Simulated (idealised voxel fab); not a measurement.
Process module, titled voxel spacer lines
This is section cut - it's 295 nm across, gridded in 5 nm square cells.
Cross-section = grid of square cells, listed top down in bands; band = one or more rows.
For a band, the entry starts with two heights in nm, that of the top and then that of the bottom, and carries on with the band's materials in order from left to right, each alongside its width in nm; the word "all across" beside a single material means it fills the band edge to edge, and "blank" means empty space.
Note: height 0 marks the level under which the wafer is uniformly one material as received. Lowest band unbounded below, written "z 0 and below".
The expression "30 to 40" gives the width at the extremes of the band, the first number at its top row of cells and the second at its bottom row, with the width changing by equal amounts from each row to the next in between.
Take "nothing changed" at face value: in the step it is given for, the cross-section changed in none of its cells.
This entry, "Enclosed cavity list", enumerates those empty regions of no fewer than 8 cells that possess no open connection to the top. Each region is reported in the form width x height at distance, the distance being taken from the left edge, with all three quantities expressed in nm.
after a step's settings: what the simulator itself notes on the step
overlay nm, on a step with a mask: how far to the right of its planned place the mask lay; to the left if negative
The planned process steps are enumerated hereunder:
step 1: RECEIVE,material Si
step 2: CONFORMAL_DEP,material Al2O3,thk nm 5
step 3: DIRECTIONAL_DEP,material polySi,thk nm 10
step 4: DIRECTIONAL_DEP,material aC,thk nm 25
step 5: PATTERN,tone cover,mask id MANDREL,material resist,width nm 20,pitch nm 60,thk nm 35,overlay nm -15
step 6: DIRECTIONAL_ETCH,etch materials aC,depth nm 25
step 7: STRIP,etch materials resist
step 8: CONFORMAL_DEP,material SiO2,thk nm 10
step 9: DIRECTIONAL_ETCH,etch materials SiO2,depth nm 10
step 10: STRIP,etch materials aC
step 11: DIRECTIONAL_ETCH,etch materials polySi,depth nm 10
step 12: STRIP,etch materials SiO2
step 13: FILL_DEP,material lowk,thk nm 5
step 14: CMP,height nm 15
Quick note for whoever runs this: the wafers start identical, but the overlay nm at step 5 isn't the same across them. The plan just shows what the first wafer had.
Step 1 complete: as-received cross-section of the first of several wafers:
z 0 and below  Si all across
Enclosed cavity list: none
Table: wafers, a row each; end-of-module cell change per material since receipt, gain (+), loss (-); then closed voids:
overlay nm -15; +59 Al2O3; +94 lowk; +24 polySi; Enclosed cavity list: none
overlay nm -10; +59 Al2O3; +94 lowk; +24 polySi; Enclosed cavity list: none
overlay nm -5; +59 Al2O3; +94 lowk; +24 polySi; Enclosed cavity list: none
overlay nm 0; +59 Al2O3; +94 lowk; +24 polySi; Enclosed cavity list: none
overlay nm 5; +59 Al2O3; +94 lowk; +24 polySi; Enclosed cavity list: none
overlay nm 10; +59 Al2O3; +94 lowk; +24 polySi; Enclosed cavity list: none
overlay nm 15; +59 Al2O3; +94 lowk; +24 polySi; Enclosed cavity list: none
